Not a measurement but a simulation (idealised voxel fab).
This section sets out a process module, namely voxel ribs on slabs.
235 nm wide, 5 nm square cells: that's cross-section cut.
A cross-section in this document is a grid of square cells, and it is written down as bands, the top band listed before the ones below it; a band is made up of one or more rows of cells.
Top, bottom (nm), then materials left to right with widths (nm); lone material tagged "throughout" fills the whole band edge to edge; "blank" = empty space.
The reference from which all heights are counted is 0, the level beneath which the as-received wafer is entirely one material; the lowest band, having no lower bound, proceeds downward and is written after the example "0 and below".
Per-row width for "30..40": begins at first number (top row of band), ends at second number (bottom row), increment between rows held constant.
"same as before" after a step means that no cell of the cross-section changed.
This entry, "Enclosed internal voids", enumerates those empty regions of no fewer than 8 cells that possess no open connection to the top. Each region is reported in the form width x height at distance, the distance being taken from the left edge, with all three quantities expressed in nm.
What comes after the settings on a step's line is commentary from the simulator itself on that step.
overlay nm: for a step with a mask, the amount by which the mask lay right of where it was planned; a negative amount means left of it.

Plan:
- 1: RECEIVE (material Si)
- 2: DIRECTIONAL_DEP (material SiO2; thk nm 25)
- 3: DIRECTIONAL_DEP (material polySi; thk nm 25)
- 4: DIRECTIONAL_DEP (material aC; thk nm 15)
- 5: PATTERN (tone cover; mask id RIB; material resist; width nm 20; thk nm 30; overlay nm 0)
- 6: DIRECTIONAL_ETCH (etch materials aC; depth nm 15)
- 7: STRIP (etch materials resist)
- 8: DIRECTIONAL_ETCH (etch materials polySi; depth nm 15)
- 9: STRIP (etch materials aC)
- 10: PATTERN (tone cover; mask id SLAB; material resist; width nm 60; thk nm 20; overlay nm -15)
- 11: DIRECTIONAL_ETCH (etch materials polySi; depth nm 10)
- 12: STRIP (etch materials resist)
- 13: FILL_DEP (material SiO2; thk nm 20)
- 14: CMP (height nm 65)
- 15: DIRECTIONAL_DEP (material W; thk nm 10)
- 16: MASKED_ETCH (tone cover; mask id HEATER; width nm 30; etch materials W; depth nm 10; overlay nm 0)
- 17: CONFORMAL_DEP (material SiN; thk nm 10)
Wafer-to-wafer difference: overlay nm, step 10. Common start. Plan = first wafer's value.

After step 1, as received: first of several wafers, cross-section:
  0 and below = Si throughout
  Enclosed internal voids: none

The cross-section of the first of several wafers is given below for the end of the module, after its final step, step 17:
  85 down to 75 = 90 blank, then 50 SiN, then 95 blank
  75 down to 65 = 100 SiN, then 30 W, then 105 SiN
  65 down to 50 = SiO2 throughout
  50 down to 35 = 105 SiO2, then 20 polySi, then 110 SiO2
  35 down to 25 = 70 SiO2, then 60 polySi, then 105 SiO2
  25 down to 0 = SiO2 throughout
  0 and below = Si throughout
  Enclosed internal voids: none

Module end, final wafer: cross-section:
  85 down to 75 = 90 blank, then 50 SiN, then 95 blank
  75 down to 65 = 100 SiN, then 30 W, then 105 SiN
  65 down to 50 = SiO2 throughout
  50 down to 35 = 105 SiO2, then 20 polySi, then 110 SiO2
  35 down to 25 = 100 SiO2, then 60 polySi, then 75 SiO2
  25 down to 0 = SiO2 throughout
  0 and below = Si throughout
  Enclosed internal voids: none

The table below has one row for each wafer; a row shows, as of the end of the module, how many cells of each material the wafer has gained, marked (+), or lost, marked (-), since it was received, and then the wafer's closed voids:
overlay nm -15 | +102 SiN | +575 SiO2 | +12 W | +36 polySi | Enclosed internal voids: none
overlay nm -10 | +102 SiN | +575 SiO2 | +12 W | +36 polySi | Enclosed internal voids: none
overlay nm -5 | +102 SiN | +575 SiO2 | +12 W | +36 polySi | Enclosed internal voids: none
overlay nm 0 | +102 SiN | +575 SiO2 | +12 W | +36 polySi | Enclosed internal voids: none
overlay nm 5 | +102 SiN | +575 SiO2 | +12 W | +36 polySi | Enclosed internal voids: none
overlay nm 10 | +102 SiN | +575 SiO2 | +12 W | +36 polySi | Enclosed internal voids: none
overlay nm 15 | +102 SiN | +575 SiO2 | +12 W | +36 polySi | Enclosed internal voids: none
